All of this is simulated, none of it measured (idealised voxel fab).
process module | voxel fin reveal
cross-section cut | 200 nm wide | cells 5 nm
A cross-section is a grid of square cells, given in bands from the top down. A band is one or more rows of cells.
Each band's line starts with the height of the band's top and of its bottom, in nm. Then come its materials from left to right, each with its width in nm. One material with "throughout" fills the band from edge to edge. "air" is empty space.
Height 0 is the level under which the wafer as received is all one material. The lowest band goes on downwards, as in "0 down".
A width such as "30 to 40" changes by the same amount from each row of cells to the next, from the band's top row to its bottom row.
"no change" after a step means that no cell of the cross-section changed.
closed voids: empty space of 8 cells or more with no open way to the top, each as width x height at its distance from the left edge, in nm
after a step's settings: what the simulator itself notes on the step
overlay nm, on a step with a mask: how far to the right of its planned place the mask lay; to the left if negative
plan
1 op RECEIVE | material Si
2 op CONFORMAL_DEP | material SiN | thk nm 5
3 op MASKED_ETCH | tone cover | mask id FINS | width nm 15 | pitch nm 40 | etch materials SiN | depth nm 5 | overlay nm 0
4 op MASKED_ETCH | tone cover | mask id FINS | width nm 15 | pitch nm 40 | etch materials Si | depth nm 40 | overlay nm 0
5 op OXIDIZE | depth nm 5
6 op FILL_DEP | material SiO2 | thk nm 5
7 op CMP | height nm 5
8 op SELECTIVE_ETCH | etch materials SiO2 | depth nm 20
9 op STRIP | etch materials SiN
first wafer, as planned
as received, after step 1
  0 down: Si throughout
  closed voids: none
after step 2
  5 to 0: SiN throughout
  below 0: unchanged
after step 3
  5 to 0: air 50 | SiN 15 | air 25 | SiN 15 | air 25 | SiN 15 | air 55
  below 0: unchanged
after step 4
  5 to 0: air 50 | SiN 15 | air 25 | SiN 15 | air 25 | SiN 15 | air 55
  0 to -40: air 50 | Si 15 | air 25 | Si 15 | air 25 | Si 15 | air 55
  below -40: unchanged
after step 5
  5 to 0: air 50 | SiN 15 | air 25 | SiN 15 | air 25 | SiN 15 | air 55
  0 to -40: air 50 | SiO2 5 | Si 5 | SiO2 5 | air 25 | SiO2 5 | Si 5 | SiO2 5 | air 25 | SiO2 5 | Si 5 | SiO2 5 | air 55
  -40 to -45: SiO2 55 | Si 5 | SiO2 35 | Si 5 | SiO2 35 | Si 5 | SiO2 60
  below -45: unchanged
after step 6
  10 to 5: SiO2 throughout
  5 to 0: SiO2 50 | SiN 15 | SiO2 25 | SiN 15 | SiO2 25 | SiN 15 | SiO2 55
  0 to -45: SiO2 55 | Si 5 | SiO2 35 | Si 5 | SiO2 35 | Si 5 | SiO2 60
  below -45: unchanged
after step 7
  5 to 0: SiO2 50 | SiN 15 | SiO2 25 | SiN 15 | SiO2 25 | SiN 15 | SiO2 55
  below 0: unchanged
after step 8
  5 to 0: air 50 | SiN 15 | air 25 | SiN 15 | air 25 | SiN 15 | air 55
  0 to -15: air 55 | Si 5 | air 35 | Si 5 | air 35 | Si 5 | air 60
  below -15: unchanged
after step 9
  0 to -15: air 55 | Si 5 | air 35 | Si 5 | air 35 | Si 5 | air 60
  below -15: unchanged
second wafer: like start, like plan, one mistake. Through step 2 it matches the first wafer
when step 3 should have ended
  5 to 0: SiN 50 | air 15 | SiN 25 | air 15 | SiN 25 | air 15 | SiN 55
  below 0: unchanged
when step 4 should have ended: no change
when step 5 should have ended
  5 to 0: SiN 50 | air 15 | SiN 25 | air 15 | SiN 25 | air 15 | SiN 55
  0 to -5: Si 45 | SiO2 25 | Si 15 | SiO2 25 | Si 15 | SiO2 25 | Si 50
  below -5: unchanged
when step 6 should have ended
  10 to 5: SiO2 throughout
  5 to 0: SiN 50 | SiO2 15 | SiN 25 | SiO2 15 | SiN 25 | SiO2 15 | SiN 55
  below 0: unchanged
when step 7 should have ended
  5 to 0: SiN 50 | SiO2 15 | SiN 25 | SiO2 15 | SiN 25 | SiO2 15 | SiN 55
  below 0: unchanged
when step 8 should have ended
  5 to 0: SiN 50 | air 15 | SiN 25 | air 15 | SiN 25 | air 15 | SiN 55
  0 to -5: Si 45 | air 25 | Si 15 | air 25 | Si 15 | air 25 | Si 50
  below -5: unchanged
when step 9 should have ended
  0 to -5: Si 45 | air 25 | Si 15 | air 25 | Si 15 | air 25 | Si 50
  below -5: unchanged
what went wrong: step 3 ran as: op MASKED_ETCH | tone open | mask id FINS | width nm 15 | pitch nm 40 | etch materials SiN | depth nm 5 | overlay nm 0
at the end the second wafer has, in cells: 318 more of Si | 222 fewer of SiO2
